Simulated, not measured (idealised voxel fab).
process module | voxel ribs on slabs
cross-section cut | 220 nm wide | cells 5 nm
A cross-section is a grid of square cells, given in bands from the top down. A band is one or more rows of cells.
Each band's line starts with the height of the band's top and of its bottom, in nm. Then come its materials from left to right, each with its width in nm. One material with "throughout" fills the band from edge to edge. "air" is empty space.
Height 0 is the level under which the wafer as received is all one material. The lowest band goes on downwards, as in "0 down".
A width such as "30 to 40" changes by the same amount from each row of cells to the next, from the band's top row to its bottom row.
"no change" after a step means that no cell of the cross-section changed.
closed voids: empty space of 8 cells or more with no open way to the top, each as width x height at its distance from the left edge, in nm
after a step's settings: what the simulator itself notes on the step
overlay nm, on a step with a mask: how far to the right of its planned place the mask lay; to the left if negative
plan
1 op RECEIVE | material Si
2 op DIRECTIONAL_DEP | material SiO2 | thk nm 30
3 op DIRECTIONAL_DEP | material SiN | thk nm 15
4 op MASKED_ETCH | tone cover | mask id RIB | width nm 15 | etch materials SiN | depth nm 10 | overlay nm 0
5 op PATTERN | tone cover | mask id SLAB | material resist | width nm 55 | thk nm 20 | overlay nm 0
6 op DIRECTIONAL_ETCH | etch materials SiN | depth nm 5
7 op STRIP | etch materials resist
8 op FILL_DEP | material SiO2 | thk nm 25
9 op CMP | height nm 60
10 op DIRECTIONAL_DEP | material TiN | thk nm 5
11 op DIRECTIONAL_DEP | material aC | thk nm 15
12 op PATTERN | tone cover | mask id HEATER | material resist | width nm 25 | thk nm 35 | overlay nm 0
13 op DIRECTIONAL_ETCH | etch materials aC | depth nm 15
14 op STRIP | etch materials resist
15 op DIRECTIONAL_ETCH | etch materials TiN | depth nm 5
16 op STRIP | etch materials aC
17 op CONFORMAL_DEP | material SiO2 | thk nm 5
as received, after step 1
  0 down: Si throughout
  closed voids: none
first wafer at the end, as planned
  70 to 65: air 90 | SiO2 35 | air 95
  65 to 60: SiO2 95 | TiN 25 | SiO2 100
  60 to 45: SiO2 throughout
  45 to 35: SiO2 100 | SiN 15 | SiO2 105
  35 to 30: SiO2 80 | SiN 55 | SiO2 85
  30 to 0: SiO2 throughout
  0 down: Si throughout
  closed voids: none
second wafer at the end: like start, like plan, one mistake
  70 to 65: air 90 | SiO2 35 | air 95
  65 to 60: SiO2 95 | TiN 25 | SiO2 100
  60 to 50: SiO2 100 | SiN 15 | SiO2 105
  50 to 45: SiO2 80 | SiN 55 | SiO2 85
  45 to 30: SiN throughout
  30 to 0: SiO2 throughout
  0 down: Si throughout
  closed voids: none
what went wrong: step 3 was run twice
at the end the second wafer has, in cells: 132 more of SiN | 132 fewer of SiO2
